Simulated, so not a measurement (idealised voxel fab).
The following process module bears the name voxel fin reveal.
Displayed cross-section: cut, width of 150 nm, square cells sized 5 nm.
In what follows, cross-sections appear as grids of square cells, described through bands that run from the top down, where every band is one or more rows of cells. It is stipulated that each band's entry specify, in nanometres, the height of the top of the band and then that of its bottom, followed by the materials of the band in left-to-right sequence, each together with its width in nanometres. A single material marked by the word "everywhere" is understood to fill the band from edge to edge; the word "empty" is understood to denote empty space. Zero point of the height axis is 0; under it, received wafer = one material. Lowest band: continues down indefinitely, "0 down". Width "30->40": first value at the band's top row of cells, second value at its bottom row, equal change from row to row. Any step labelled "no modification" changed none of the cells in the cross-section. So "Closed void table" is basically the list of trapped voids: any empty space of 8 cells or more that can't reach the top through an opening. They're written width x height at distance, the distance being from the left edge, and it's all nm. Read whatever lies past the settings on a step's line as the simulator's own remark about the step. "overlay nm" denotes, for a step that has a mask, the displacement of the mask to the right of its planned place, with negative values corresponding to the left.
Steps planned for the process
step 1: RECEIVE: material Si
step 2: CONFORMAL_DEP: material SiN, thk nm 10
step 3: DIRECTIONAL_DEP: material aC, thk nm 10
step 4: PATTERN: tone cover, mask id FINS, material resist, width nm 15, pitch nm 40, thk nm 25, overlay nm 0
step 5: DIRECTIONAL_ETCH: etch materials aC, depth nm 10
step 6: STRIP: etch materials resist
step 7: DIRECTIONAL_ETCH: etch materials SiN, depth nm 10
step 8: DIRECTIONAL_ETCH: etch materials Si, depth nm 40
step 9: STRIP: etch materials aC
step 10: FILL_DEP: material SiO2, thk nm 5
step 11: CMP: height nm 10
step 12: SELECTIVE_ETCH: etch materials SiO2, depth nm 25
step 13: STRIP: etch materials SiN
As received (post step 1): cross-section
> 0 down  Si everywhere
> Closed void table: none
End-of-module cross-section of the first of two wafers, processed as planned
> 0 to -15  empty 45 nm; Si 15 nm; empty 25 nm; Si 15 nm; empty 50 nm
> -15 to -40  SiO2 45 nm; Si 15 nm; SiO2 25 nm; Si 15 nm; SiO2 50 nm
> -40 down  Si everywhere
> Closed void table: none
Cross-sectional view of the second of two wafers upon completion of the module. This wafer shared its starting condition and process plan with the first; one error was made during its execution
> 0 to -15  Si 45 nm; empty 15 nm; Si 25 nm; empty 15 nm; Si 50 nm
> -15 to -40  Si 45 nm; SiO2 15 nm; Si 25 nm; SiO2 15 nm; Si 50 nm
> -40 down  Si everywhere
> Closed void table: none
Plan not followed: planned and actual differ for step 4; actual: PATTERN: tone open, mask id FINS, material resist, width nm 15, pitch nm 40, thk nm 25, overlay nm 0
End of process, cell counts, second wafer against first, materials with more or fewer: +144 Si, -90 SiO2
